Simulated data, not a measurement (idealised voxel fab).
This is a process module. Its name is voxel transistor to metal.
We display cut, a cross-section 200 nm in width whose square cells are each 5 nm.
Just so we're on the same page, the cross-sections are grids of square cells, and they're listed out in bands top to bottom, each band one or more rows deep. It is stipulated that each band's entry specify, in nanometres, the height of the top of the band and then that of its bottom, followed by the materials of the band in left-to-right sequence, each together with its width in nanometres. A single material marked by the word "everywhere" is understood to fill the band from edge to edge; the word "blank" is understood to denote empty space. Heights are measured from 0, the level below which the as-received wafer is all one material; the lowest band has no bottom and continues downward, written as in "0..down". Think of "30 to 40" as a width that walks from the first number to the second as you go down the band, top row to bottom row, taking equal-sized steps from row to row. Where a step carries "nothing different", the cross-section came out of it unchanged, cell for cell. Heads up: "Fully closed voids" only lists the empty pockets with no open path to the top that are 8 cells or more, and it writes them as width x height at distance, distance from the left edge, in nm. after a step's settings: what the simulator itself notes on the step. The setting "overlay nm" may be written on the line of a step. When the step uses a mask, the value reports how far to the right of the planned place the mask lay, and a negative value reports that it lay to the left.

# The planned process steps are enumerated hereunder
| 1 | RECEIVE: material Si |
| 2 | OXIDIZE: depth nm 5 |
| 3 | CONFORMAL_DEP: material SiN, thk nm 15 |
| 4 | PATTERN: tone cover, mask id ACTIVE, material resist, width nm 125, thk nm 15, overlay nm 0 |
| 5 | DIRECTIONAL_ETCH: etch materials SiN, depth nm 15 |
| 6 | DIRECTIONAL_ETCH: etch materials SiO2, depth nm 5 |
| 7 | DIRECTIONAL_ETCH: etch materials Si, depth nm 25 |
| 8 | STRIP: etch materials resist |
| 9 | OXIDIZE: depth nm 5 |
| 10 | FILL_DEP: material SiO2, thk nm 10 |
| 11 | CMP: height nm 15 |
| 12 | SELECTIVE_ETCH: etch materials SiO2, depth nm 10 |
| 13 | STRIP: etch materials SiN |
| 14 | SELECTIVE_ETCH: etch materials SiO2, depth nm 5 |
| 15 | OXIDIZE: depth nm 5 |
| 16 | DIRECTIONAL_DEP: material polySi, thk nm 20 |
| 17 | DIRECTIONAL_DEP: material SiCN, thk nm 15 |
| 18 | PATTERN: tone cover, mask id GATE, material resist, width nm 35, thk nm 15, overlay nm 0 |
| 19 | DIRECTIONAL_ETCH: etch materials SiCN, depth nm 25 |
| 20 | DIRECTIONAL_ETCH: etch materials polySi, depth nm 30 |
| 21 | STRIP: etch materials resist |
| 22 | CONFORMAL_DEP: material SiN, thk nm 10 |
| 23 | DIRECTIONAL_ETCH: etch materials SiN, depth nm 10 |
| 24 | DIRECTIONAL_ETCH: etch materials SiO2, depth nm 5 |
| 25 | DIRECTIONAL_ETCH: etch materials Si, depth nm 10 |
| 26 | EPI: material SiGe, thk nm 10 |
| 27 | FILL_DEP: material SiO2, thk nm 5 |
| 28 | CMP: height nm 15 |
| 29 | STRIP: etch materials polySi |
| 30 | SELECTIVE_ETCH: etch materials SiO2, depth nm 5 |
| 31 | CONFORMAL_DEP: material HfO2, thk nm 5 |
| 32 | CONFORMAL_DEP: material TiN, thk nm 5 |
| 33 | FILL_DEP: material W, thk nm 10 |
| 34 | CMP: height nm 10 |
| 35 | DIRECTIONAL_DEP: material SiO2, thk nm 10 |
| 36 | MASKED_ETCH: tone open, mask id CONTACT, width nm 15, pitch nm 90, etch materials SiO2, depth nm 30, overlay nm 0 |
| 37 | CONFORMAL_DEP: material TiN, thk nm 5 |
| 38 | FILL_DEP: material W, thk nm 10 |
| 39 | CMP: height nm 20 |
| 40 | CONFORMAL_DEP: material SiN, thk nm 5 |
| 41 | DIRECTIONAL_DEP: material SiO2, thk nm 20 |
| 42 | PATTERN: tone open, mask id METAL_1, material resist, width nm 15, pitch nm 90, thk nm 20, overlay nm 0 |
| 43 | DIRECTIONAL_ETCH: etch materials SiO2, depth nm 20 |
| 44 | DIRECTIONAL_ETCH: etch materials SiN, depth nm 5 |
| 45 | STRIP: etch materials resist |
| 46 | CONFORMAL_DEP: material TiN, thk nm 5 |
| 47 | FILL_DEP: material Cu, thk nm 5 |
| 48 | CMP: height nm 45 |
| 49 | CONFORMAL_DEP: material SiN, thk nm 5 |

# first wafer, as planned

# Shown in cross-section is the wafer as received, that is, as it stands after step 1
	0..down | Si everywhere
	Fully closed voids: none

# State of the wafer after step 2, shown in cross-section
	0..-5 | SiO2 everywhere
	Heights below -5 show no change.

# State of the wafer after step 3, shown in cross-section
	15..0 | SiN everywhere
	Heights below 0 show no change.

# State of the wafer after step 4, shown in cross-section
	30..15 | 35 of blank | 125 of resist | 40 of blank
	Heights below 15 show no change.

# State of the wafer after step 5, shown in cross-section
	30..15 | 35 of blank | 125 of resist | 40 of blank
	15..0 | 35 of blank | 125 of SiN | 40 of blank
	Heights below 0 show no change.

# State of the wafer after step 6, shown in cross-section
	30..15 | 35 of blank | 125 of resist | 40 of blank
	15..0 | 35 of blank | 125 of SiN | 40 of blank
	0..-5 | 35 of blank | 125 of SiO2 | 40 of blank
	Heights below -5 show no change.

# State of the wafer after step 7, shown in cross-section
	30..15 | 35 of blank | 125 of resist | 40 of blank
	15..0 | 35 of blank | 125 of SiN | 40 of blank
	0..-5 | 35 of blank | 125 of SiO2 | 40 of blank
	-5..-30 | 35 of blank | 125 of Si | 40 of blank
	Heights below -30 show no change.

# State of the wafer after step 8, shown in cross-section
	15..0 | 35 of blank | 125 of SiN | 40 of blank
	Heights below 0 show no change.

# State of the wafer after step 9, shown in cross-section
	15..0 | 35 of blank | 125 of SiN | 40 of blank
	0..-5 | 35 of blank | 125 of SiO2 | 40 of blank
	-5..-30 | 35 of blank | 5 of SiO2 | 115 of Si | 5 of SiO2 | 40 of blank
	-30..-35 | 40 of SiO2 | 115 of Si | 45 of SiO2
	Heights below -35 show no change.

# State of the wafer after step 10, shown in cross-section
	25..15 | SiO2 everywhere
	15..0 | 35 of SiO2 | 125 of SiN | 40 of SiO2
	0..-5 | SiO2 everywhere
	-5..-35 | 40 of SiO2 | 115 of Si | 45 of SiO2
	Heights below -35 show no change.

# State of the wafer after step 11, shown in cross-section
	15..0 | 35 of SiO2 | 125 of SiN | 40 of SiO2
	Heights below 0 show no change.

# State of the wafer after step 12, shown in cross-section
	15..5 | 35 of blank | 125 of SiN | 40 of blank
	Heights below 5 show no change.

# State of the wafer after step 13, shown in cross-section
	5..0 | 35 of SiO2 | 125 of blank | 40 of SiO2
	Heights below 0 show no change.

# State of the wafer after step 14, shown in cross-section
	0..-5 | 30 of SiO2 | 135 of blank | 35 of SiO2
	Heights below -5 show no change.

# State of the wafer after step 15, shown in cross-section
	0..-5 | 30 of SiO2 | 135 of blank | 35 of SiO2
	-5..-10 | SiO2 everywhere
	Heights below -10 show no change.

# State of the wafer after step 16, shown in cross-section
	20..15 | 30 of polySi | 135 of blank | 35 of polySi
	15..0 | polySi everywhere
	0..-5 | 30 of SiO2 | 135 of polySi | 35 of SiO2
	Heights below -5 show no change.

# State of the wafer after step 17, shown in cross-section
	35..30 | 30 of SiCN | 135 of blank | 35 of SiCN
	30..20 | SiCN everywhere
	20..15 | 30 of polySi | 135 of SiCN | 35 of polySi
	Heights below 15 show no change.

# State of the wafer after step 18, shown in cross-section
	50..35 | 80 of blank | 35 of resist | 85 of blank
	35..30 | 30 of SiCN | 50 of blank | 35 of resist | 50 of blank | 35 of SiCN
	Heights below 30 show no change.

# State of the wafer after step 19, shown in cross-section
	50..30 | 80 of blank | 35 of resist | 85 of blank
	30..20 | 80 of blank | 35 of SiCN | 85 of blank
	20..15 | 30 of polySi | 50 of blank | 35 of SiCN | 50 of blank | 35 of polySi
	Heights below 15 show no change.

# State of the wafer after step 20, shown in cross-section
	50..30 | 80 of blank | 35 of resist | 85 of blank
	30..15 | 80 of blank | 35 of SiCN | 85 of blank
	15..0 | 80 of blank | 35 of polySi | 85 of blank
	0..-5 | 30 of SiO2 | 50 of blank | 35 of polySi | 50 of blank | 35 of SiO2
	Heights below -5 show no change.

# State of the wafer after step 21, shown in cross-section
	30..15 | 80 of blank | 35 of SiCN | 85 of blank
	Heights below 15 show no change.

# State of the wafer after step 22, shown in cross-section
	40..30 | 70 of blank | 55 of SiN | 75 of blank
	30..15 | 70 of blank | 10 of SiN | 35 of SiCN | 10 of SiN | 75 of blank
	15..10 | 70 of blank | 10 of SiN | 35 of polySi | 10 of SiN | 75 of blank
	10..5 | 40 of SiN | 30 of blank | 10 of SiN | 35 of polySi | 10 of SiN | 30 of blank | 45 of SiN
	5..0 | 80 of SiN | 35 of polySi | 85 of SiN
	0..-5 | 30 of SiO2 | 50 of SiN | 35 of polySi | 50 of SiN | 35 of SiO2
	Heights below -5 show no change.

# State of the wafer after step 23, shown in cross-section
	30..15 | 70 of blank | 10 of SiN | 35 of SiCN | 10 of SiN | 75 of blank
	15..0 | 70 of blank | 10 of SiN | 35 of polySi | 10 of SiN | 75 of blank
	0..-5 | 30 of SiO2 | 10 of SiN | 30 of blank | 10 of SiN | 35 of polySi | 10 of SiN | 30 of blank | 10 of SiN | 35 of SiO2
	Heights below -5 show no change.

# State of the wafer after step 24, shown in cross-section
	30..15 | 70 of blank | 10 of SiN | 35 of SiCN | 10 of SiN | 75 of blank
	15..0 | 70 of blank | 10 of SiN | 35 of polySi | 10 of SiN | 75 of blank
	0..-5 | 30 of blank | 10 of SiN | 30 of blank | 10 of SiN | 35 of polySi | 10 of SiN | 30 of blank | 10 of SiN | 35 of blank
	-5..-10 | 40 of SiO2 | 30 of blank | 55 of SiO2 | 30 of blank | 45 of SiO2
	Heights below -10 show no change.

# State of the wafer after step 25, shown in cross-section
	30..15 | 70 of blank | 10 of SiN | 35 of SiCN | 10 of SiN | 75 of blank
	15..0 | 70 of blank | 10 of SiN | 35 of polySi | 10 of SiN | 75 of blank
	0..-5 | 30 of blank | 10 of SiN | 30 of blank | 10 of SiN | 35 of polySi | 10 of SiN | 30 of blank | 10 of SiN | 35 of blank
	-5..-10 | 40 of SiO2 | 30 of blank | 55 of SiO2 | 30 of blank | 45 of SiO2
	-10..-20 | 40 of SiO2 | 30 of blank | 55 of Si | 30 of blank | 45 of SiO2
	Heights below -20 show no change.

# State of the wafer after step 26, shown in cross-section
	30..15 | 70 of blank | 10 of SiN | 35 of SiCN | 10 of SiN | 75 of blank
	15..0 | 70 of blank | 10 of SiN | 35 of polySi | 10 of SiN | 75 of blank
	0..-5 | 30 of blank | 10 of SiN | 20 of blank | 10 of SiGe | 10 of SiN | 35 of polySi | 10 of SiN | 10 of SiGe | 20 of blank | 10 of SiN | 35 of blank
	-5..-10 | 40 of SiO2 | 20 of blank | 10 of SiGe | 55 of SiO2 | 10 of SiGe | 20 of blank | 45 of SiO2
	-10..-20 | 40 of SiO2 | 30 of SiGe | 55 of Si | 30 of SiGe | 45 of SiO2
	Heights below -20 show no change.

# State of the wafer after step 27, shown in cross-section
	35..30 | SiO2 everywhere
	30..15 | 70 of SiO2 | 10 of SiN | 35 of SiCN | 10 of SiN | 75 of SiO2
	15..0 | 70 of SiO2 | 10 of SiN | 35 of polySi | 10 of SiN | 75 of SiO2
	0..-5 | 30 of SiO2 | 10 of SiN | 20 of SiO2 | 10 of SiGe | 10 of SiN | 35 of polySi | 10 of SiN | 10 of SiGe | 20 of SiO2 | 10 of SiN | 35 of SiO2
	-5..-10 | 60 of SiO2 | 10 of SiGe | 55 of SiO2 | 10 of SiGe | 65 of SiO2
	Heights below -10 show no change.

# State of the wafer after step 28, shown in cross-section
	15..0 | 70 of SiO2 | 10 of SiN | 35 of polySi | 10 of SiN | 75 of SiO2
	Heights below 0 show no change.

# State of the wafer after step 29, shown in cross-section
	15..0 | 70 of SiO2 | 10 of SiN | 35 of blank | 10 of SiN | 75 of SiO2
	0..-5 | 30 of SiO2 | 10 of SiN | 20 of SiO2 | 10 of SiGe | 10 of SiN | 35 of blank | 10 of SiN | 10 of SiGe | 20 of SiO2 | 10 of SiN | 35 of SiO2
	Heights below -5 show no change.

# State of the wafer after step 30, shown in cross-section
	15..10 | 70 of blank | 10 of SiN | 35 of blank | 10 of SiN | 75 of blank
	10..0 | 70 of SiO2 | 10 of SiN | 35 of blank | 10 of SiN | 75 of SiO2
	0..-5 | 30 of SiO2 | 10 of SiN | 20 of SiO2 | 10 of SiGe | 10 of SiN | 35 of blank | 10 of SiN | 10 of SiGe | 20 of SiO2 | 10 of SiN | 35 of SiO2
	-5..-10 | 60 of SiO2 | 10 of SiGe | 5 of SiO2 | 45 of blank | 5 of SiO2 | 10 of SiGe | 65 of SiO2
	Heights below -10 show no change.

# State of the wafer after step 31, shown in cross-section
	20..15 | 65 of blank | 20 of HfO2 | 25 of blank | 20 of HfO2 | 70 of blank
	15..10 | 70 of HfO2 | 10 of SiN | 5 of HfO2 | 25 of blank | 5 of HfO2 | 10 of SiN | 75 of HfO2
	10..0 | 70 of SiO2 | 10 of SiN | 5 of HfO2 | 25 of blank | 5 of HfO2 | 10 of SiN | 75 of SiO2
	0..-5 | 30 of SiO2 | 10 of SiN | 20 of SiO2 | 10 of SiGe | 10 of SiN | 5 of HfO2 | 25 of blank | 5 of HfO2 | 10 of SiN | 10 of SiGe | 20 of SiO2 | 10 of SiN | 35 of SiO2
	-5..-10 | 60 of SiO2 | 10 of SiGe | 5 of SiO2 | 45 of HfO2 | 5 of SiO2 | 10 of SiGe | 65 of SiO2
	Heights below -10 show no change.

# State of the wafer after step 32, shown in cross-section
	25..20 | 60 of blank | 30 of TiN | 15 of blank | 30 of TiN | 65 of blank
	20..15 | 65 of TiN | 20 of HfO2 | 5 of TiN | 15 of blank | 5 of TiN | 20 of HfO2 | 70 of TiN
	15..10 | 70 of HfO2 | 10 of SiN | 5 of HfO2 | 5 of TiN | 15 of blank | 5 of TiN | 5 of HfO2 | 10 of SiN | 75 of HfO2
	10..0 | 70 of SiO2 | 10 of SiN | 5 of HfO2 | 5 of TiN | 15 of blank | 5 of TiN | 5 of HfO2 | 10 of SiN | 75 of SiO2
	0..-5 | 30 of SiO2 | 10 of SiN | 20 of SiO2 | 10 of SiGe | 10 of SiN | 5 of HfO2 | 25 of TiN | 5 of HfO2 | 10 of SiN | 10 of SiGe | 20 of SiO2 | 10 of SiN | 35 of SiO2
	Heights below -5 show no change.

# State of the wafer after step 33, shown in cross-section
	35..25 | W everywhere
	25..20 | 60 of W | 30 of TiN | 15 of W | 30 of TiN | 65 of W
	20..15 | 65 of TiN | 20 of HfO2 | 5 of TiN | 15 of W | 5 of TiN | 20 of HfO2 | 70 of TiN
	15..10 | 70 of HfO2 | 10 of SiN | 5 of HfO2 | 5 of TiN | 15 of W | 5 of TiN | 5 of HfO2 | 10 of SiN | 75 of HfO2
	10..0 | 70 of SiO2 | 10 of SiN | 5 of HfO2 | 5 of TiN | 15 of W | 5 of TiN | 5 of HfO2 | 10 of SiN | 75 of SiO2
	Heights below 0 show no change.

# State of the wafer after step 34, shown in cross-section
	10..0 | 70 of SiO2 | 10 of SiN | 5 of HfO2 | 5 of TiN | 15 of W | 5 of TiN | 5 of HfO2 | 10 of SiN | 75 of SiO2
	Heights below 0 show no change.

# State of the wafer after step 35, shown in cross-section
	20..10 | SiO2 everywhere
	Heights below 10 show no change.

# State of the wafer after step 36, shown in cross-section
	20..10 | 45 of SiO2 | 15 of blank | 75 of SiO2 | 15 of blank | 50 of SiO2
	10..0 | 45 of SiO2 | 15 of blank | 10 of SiO2 | 10 of SiN | 5 of HfO2 | 5 of TiN | 15 of W | 5 of TiN | 5 of HfO2 | 10 of SiN | 10 of SiO2 | 15 of blank | 50 of SiO2
	0..-5 | 30 of SiO2 | 10 of SiN | 5 of SiO2 | 15 of blank | 10 of SiGe | 10 of SiN | 5 of HfO2 | 25 of TiN | 5 of HfO2 | 10 of SiN | 10 of SiGe | 15 of blank | 5 of SiO2 | 10 of SiN | 35 of SiO2
	-5..-10 | 45 of SiO2 | 15 of blank | 10 of SiGe | 5 of SiO2 | 45 of HfO2 | 5 of SiO2 | 10 of SiGe | 15 of blank | 50 of SiO2
	Heights below -10 show no change.

# State of the wafer after step 37, shown in cross-section
	25..20 | 50 of TiN | 5 of blank | 85 of TiN | 5 of blank | 55 of TiN
	20..10 | 45 of SiO2 | 5 of TiN | 5 of blank | 5 of TiN | 75 of SiO2 | 5 of TiN | 5 of blank | 5 of TiN | 50 of SiO2
	10..0 | 45 of SiO2 | 5 of TiN | 5 of blank | 5 of TiN | 10 of SiO2 | 10 of SiN | 5 of HfO2 | 5 of TiN | 15 of W | 5 of TiN | 5 of HfO2 | 10 of SiN | 10 of SiO2 | 5 of TiN | 5 of blank | 5 of TiN | 50 of SiO2
	0..-5 | 30 of SiO2 | 10 of SiN | 5 of SiO2 | 5 of TiN | 5 of blank | 5 of TiN | 10 of SiGe | 10 of SiN | 5 of HfO2 | 25 of TiN | 5 of HfO2 | 10 of SiN | 10 of SiGe | 5 of TiN | 5 of blank | 5 of TiN | 5 of SiO2 | 10 of SiN | 35 of SiO2
	-5..-10 | 45 of SiO2 | 15 of TiN | 10 of SiGe | 5 of SiO2 | 45 of HfO2 | 5 of SiO2 | 10 of SiGe | 15 of TiN | 50 of SiO2
	Heights below -10 show no change.

# State of the wafer after step 38, shown in cross-section
	35..25 | W everywhere
	25..20 | 50 of TiN | 5 of W | 85 of TiN | 5 of W | 55 of TiN
	20..10 | 45 of SiO2 | 5 of TiN | 5 of W | 5 of TiN | 75 of SiO2 | 5 of TiN | 5 of W | 5 of TiN | 50 of SiO2
	10..0 | 45 of SiO2 | 5 of TiN | 5 of W | 5 of TiN | 10 of SiO2 | 10 of SiN | 5 of HfO2 | 5 of TiN | 15 of W | 5 of TiN | 5 of HfO2 | 10 of SiN | 10 of SiO2 | 5 of TiN | 5 of W | 5 of TiN | 50 of SiO2
	0..-5 | 30 of SiO2 | 10 of SiN | 5 of SiO2 | 5 of TiN | 5 of W | 5 of TiN | 10 of SiGe | 10 of SiN | 5 of HfO2 | 25 of TiN | 5 of HfO2 | 10 of SiN | 10 of SiGe | 5 of TiN | 5 of W | 5 of TiN | 5 of SiO2 | 10 of SiN | 35 of SiO2
	Heights below -5 show no change.

# State of the wafer after step 39, shown in cross-section
	20..10 | 45 of SiO2 | 5 of TiN | 5 of W | 5 of TiN | 75 of SiO2 | 5 of TiN | 5 of W | 5 of TiN | 50 of SiO2
	Heights below 10 show no change.

# State of the wafer after step 40, shown in cross-section
	25..20 | SiN everywhere
	Heights below 20 show no change.

# State of the wafer after step 41, shown in cross-section
	45..25 | SiO2 everywhere
	Heights below 25 show no change.

# State of the wafer after step 42, shown in cross-section
	65..45 | 45 of resist | 15 of blank | 75 of resist | 15 of blank | 50 of resist
	Heights below 45 show no change.

# State of the wafer after step 43, shown in cross-section
	65..45 | 45 of resist | 15 of blank | 75 of resist | 15 of blank | 50 of resist
	45..25 | 45 of SiO2 | 15 of blank | 75 of SiO2 | 15 of blank | 50 of SiO2
	Heights below 25 show no change.

# State of the wafer after step 44, shown in cross-section
	65..45 | 45 of resist | 15 of blank | 75 of resist | 15 of blank | 50 of resist
	45..25 | 45 of SiO2 | 15 of blank | 75 of SiO2 | 15 of blank | 50 of SiO2
	25..20 | 45 of SiN | 15 of blank | 75 of SiN | 15 of blank | 50 of SiN
	Heights below 20 show no change.

# State of the wafer after step 45, shown in cross-section
	45..25 | 45 of SiO2 | 15 of blank | 75 of SiO2 | 15 of blank | 50 of SiO2
	Heights below 25 show no change.

# State of the wafer after step 46, shown in cross-section
	50..45 | 50 of TiN | 5 of blank | 85 of TiN | 5 of blank | 55 of TiN
	45..25 | 45 of SiO2 | 5 of TiN | 5 of blank | 5 of TiN | 75 of SiO2 | 5 of TiN | 5 of blank | 5 of TiN | 50 of SiO2
	25..20 | 45 of SiN | 15 of TiN | 75 of SiN | 15 of TiN | 50 of SiN
	Heights below 20 show no change.

# State of the wafer after step 47, shown in cross-section
	55..50 | Cu everywhere
	50..45 | 50 of TiN | 5 of Cu | 85 of TiN | 5 of Cu | 55 of TiN
	45..25 | 45 of SiO2 | 5 of TiN | 5 of Cu | 5 of TiN | 75 of SiO2 | 5 of TiN | 5 of Cu | 5 of TiN | 50 of SiO2
	Heights below 25 show no change.

# State of the wafer after step 48, shown in cross-section
	45..25 | 45 of SiO2 | 5 of TiN | 5 of Cu | 5 of TiN | 75 of SiO2 | 5 of TiN | 5 of Cu | 5 of TiN | 50 of SiO2
	Heights below 25 show no change.

# State of the wafer after step 49, shown in cross-section
	50..45 | SiN everywhere
	Heights below 45 show no change.

# Second of two: same start, same plan, one run error; steps up to and including 30 match the first

# What the second wafer looks like in cross-section when step 31 should have wrapped up
	20..15 | 65 of blank | 20 of TiN | 25 of blank | 20 of TiN | 70 of blank
	15..10 | 70 of TiN | 10 of SiN | 5 of TiN | 25 of blank | 5 of TiN | 10 of SiN | 75 of TiN
	10..0 | 70 of SiO2 | 10 of SiN | 5 of TiN | 25 of blank | 5 of TiN | 10 of SiN | 75 of SiO2
	0..-5 | 30 of SiO2 | 10 of SiN | 20 of SiO2 | 10 of SiGe | 10 of SiN | 5 of TiN | 25 of blank | 5 of TiN | 10 of SiN | 10 of SiGe | 20 of SiO2 | 10 of SiN | 35 of SiO2
	-5..-10 | 60 of SiO2 | 10 of SiGe | 5 of SiO2 | 45 of TiN | 5 of SiO2 | 10 of SiGe | 65 of SiO2
	Heights below -10 show no change.

# What the second wafer looks like in cross-section when step 32 should have wrapped up
	25..20 | 60 of blank | 30 of HfO2 | 15 of blank | 30 of HfO2 | 65 of blank
	20..15 | 65 of HfO2 | 20 of TiN | 5 of HfO2 | 15 of blank | 5 of HfO2 | 20 of TiN | 70 of HfO2
	15..10 | 70 of TiN | 10 of SiN | 5 of TiN | 5 of HfO2 | 15 of blank | 5 of HfO2 | 5 of TiN | 10 of SiN | 75 of TiN
	10..0 | 70 of SiO2 | 10 of SiN | 5 of TiN | 5 of HfO2 | 15 of blank | 5 of HfO2 | 5 of TiN | 10 of SiN | 75 of SiO2
	0..-5 | 30 of SiO2 | 10 of SiN | 20 of SiO2 | 10 of SiGe | 10 of SiN | 5 of TiN | 25 of HfO2 | 5 of TiN | 10 of SiN | 10 of SiGe | 20 of SiO2 | 10 of SiN | 35 of SiO2
	Heights below -5 show no change.

# What the second wafer looks like in cross-section when step 33 should have wrapped up
	35..25 | W everywhere
	25..20 | 60 of W | 30 of HfO2 | 15 of W | 30 of HfO2 | 65 of W
	20..15 | 65 of HfO2 | 20 of TiN | 5 of HfO2 | 15 of W | 5 of HfO2 | 20 of TiN | 70 of HfO2
	15..10 | 70 of TiN | 10 of SiN | 5 of TiN | 5 of HfO2 | 15 of W | 5 of HfO2 | 5 of TiN | 10 of SiN | 75 of TiN
	10..0 | 70 of SiO2 | 10 of SiN | 5 of TiN | 5 of HfO2 | 15 of W | 5 of HfO2 | 5 of TiN | 10 of SiN | 75 of SiO2
	Heights below 0 show no change.

# What the second wafer looks like in cross-section when step 34 should have wrapped up
	10..0 | 70 of SiO2 | 10 of SiN | 5 of TiN | 5 of HfO2 | 15 of W | 5 of HfO2 | 5 of TiN | 10 of SiN | 75 of SiO2
	Heights below 0 show no change.

# What the second wafer looks like in cross-section when step 35 should have wrapped up
	20..10 | SiO2 everywhere
	Heights below 10 show no change.

# What the second wafer looks like in cross-section when step 36 should have wrapped up
	20..10 | 45 of SiO2 | 15 of blank | 75 of SiO2 | 15 of blank | 50 of SiO2
	10..0 | 45 of SiO2 | 15 of blank | 10 of SiO2 | 10 of SiN | 5 of TiN | 5 of HfO2 | 15 of W | 5 of HfO2 | 5 of TiN | 10 of SiN | 10 of SiO2 | 15 of blank | 50 of SiO2
	0..-5 | 30 of SiO2 | 10 of SiN | 5 of SiO2 | 15 of blank | 10 of SiGe | 10 of SiN | 5 of TiN | 25 of HfO2 | 5 of TiN | 10 of SiN | 10 of SiGe | 15 of blank | 5 of SiO2 | 10 of SiN | 35 of SiO2
	-5..-10 | 45 of SiO2 | 15 of blank | 10 of SiGe | 5 of SiO2 | 45 of TiN | 5 of SiO2 | 10 of SiGe | 15 of blank | 50 of SiO2
	Heights below -10 show no change.

# What the second wafer looks like in cross-section when step 37 should have wrapped up
	25..20 | 50 of TiN | 5 of blank | 85 of TiN | 5 of blank | 55 of TiN
	20..10 | 45 of SiO2 | 5 of TiN | 5 of blank | 5 of TiN | 75 of SiO2 | 5 of TiN | 5 of blank | 5 of TiN | 50 of SiO2
	10..0 | 45 of SiO2 | 5 of TiN | 5 of blank | 5 of TiN | 10 of SiO2 | 10 of SiN | 5 of TiN | 5 of HfO2 | 15 of W | 5 of HfO2 | 5 of TiN | 10 of SiN | 10 of SiO2 | 5 of TiN | 5 of blank | 5 of TiN | 50 of SiO2
	0..-5 | 30 of SiO2 | 10 of SiN | 5 of SiO2 | 5 of TiN | 5 of blank | 5 of TiN | 10 of SiGe | 10 of SiN | 5 of TiN | 25 of HfO2 | 5 of TiN | 10 of SiN | 10 of SiGe | 5 of TiN | 5 of blank | 5 of TiN | 5 of SiO2 | 10 of SiN | 35 of SiO2
	-5..-10 | 45 of SiO2 | 15 of TiN | 10 of SiGe | 5 of SiO2 | 45 of TiN | 5 of SiO2 | 10 of SiGe | 15 of TiN | 50 of SiO2
	Heights below -10 show no change.

# What the second wafer looks like in cross-section when step 38 should have wrapped up
	35..25 | W everywhere
	25..20 | 50 of TiN | 5 of W | 85 of TiN | 5 of W | 55 of TiN
	20..10 | 45 of SiO2 | 5 of TiN | 5 of W | 5 of TiN | 75 of SiO2 | 5 of TiN | 5 of W | 5 of TiN | 50 of SiO2
	10..0 | 45 of SiO2 | 5 of TiN | 5 of W | 5 of TiN | 10 of SiO2 | 10 of SiN | 5 of TiN | 5 of HfO2 | 15 of W | 5 of HfO2 | 5 of TiN | 10 of SiN | 10 of SiO2 | 5 of TiN | 5 of W | 5 of TiN | 50 of SiO2
	0..-5 | 30 of SiO2 | 10 of SiN | 5 of SiO2 | 5 of TiN | 5 of W | 5 of TiN | 10 of SiGe | 10 of SiN | 5 of TiN | 25 of HfO2 | 5 of TiN | 10 of SiN | 10 of SiGe | 5 of TiN | 5 of W | 5 of TiN | 5 of SiO2 | 10 of SiN | 35 of SiO2
	Heights below -5 show no change.

# What the second wafer looks like in cross-section when step 39 should have wrapped up
	20..10 | 45 of SiO2 | 5 of TiN | 5 of W | 5 of TiN | 75 of SiO2 | 5 of TiN | 5 of W | 5 of TiN | 50 of SiO2
	Heights below 10 show no change.

# What the second wafer looks like in cross-section when step 40 should have wrapped up
	25..20 | SiN everywhere
	Heights below 20 show no change.

# What the second wafer looks like in cross-section when step 41 should have wrapped up
	45..25 | SiO2 everywhere
	Heights below 25 show no change.

# What the second wafer looks like in cross-section when step 42 should have wrapped up
	65..45 | 45 of resist | 15 of blank | 75 of resist | 15 of blank | 50 of resist
	Heights below 45 show no change.

# What the second wafer looks like in cross-section when step 43 should have wrapped up
	65..45 | 45 of resist | 15 of blank | 75 of resist | 15 of blank | 50 of resist
	45..25 | 45 of SiO2 | 15 of blank | 75 of SiO2 | 15 of blank | 50 of SiO2
	Heights below 25 show no change.

# What the second wafer looks like in cross-section when step 44 should have wrapped up
	65..45 | 45 of resist | 15 of blank | 75 of resist | 15 of blank | 50 of resist
	45..25 | 45 of SiO2 | 15 of blank | 75 of SiO2 | 15 of blank | 50 of SiO2
	25..20 | 45 of SiN | 15 of blank | 75 of SiN | 15 of blank | 50 of SiN
	Heights below 20 show no change.

# What the second wafer looks like in cross-section when step 45 should have wrapped up
	45..25 | 45 of SiO2 | 15 of blank | 75 of SiO2 | 15 of blank | 50 of SiO2
	Heights below 25 show no change.

# What the second wafer looks like in cross-section when step 46 should have wrapped up
	50..45 | 50 of TiN | 5 of blank | 85 of TiN | 5 of blank | 55 of TiN
	45..25 | 45 of SiO2 | 5 of TiN | 5 of blank | 5 of TiN | 75 of SiO2 | 5 of TiN | 5 of blank | 5 of TiN | 50 of SiO2
	25..20 | 45 of SiN | 15 of TiN | 75 of SiN | 15 of TiN | 50 of SiN
	Heights below 20 show no change.

# What the second wafer looks like in cross-section when step 47 should have wrapped up
	55..50 | Cu everywhere
	50..45 | 50 of TiN | 5 of Cu | 85 of TiN | 5 of Cu | 55 of TiN
	45..25 | 45 of SiO2 | 5 of TiN | 5 of Cu | 5 of TiN | 75 of SiO2 | 5 of TiN | 5 of Cu | 5 of TiN | 50 of SiO2
	Heights below 25 show no change.

# What the second wafer looks like in cross-section when step 48 should have wrapped up
	45..25 | 45 of SiO2 | 5 of TiN | 5 of Cu | 5 of TiN | 75 of SiO2 | 5 of TiN | 5 of Cu | 5 of TiN | 50 of SiO2
	Heights below 25 show no change.

# What the second wafer looks like in cross-section when step 49 should have wrapped up
	50..45 | SiN everywhere
	Heights below 45 show no change.
What was the processing mistake? transposition of steps 31 and 32 relative to the planned sequence
At the finish, the second wafer shows more or fewer cells for some materials than the first does: HfO2 -6; TiN +6
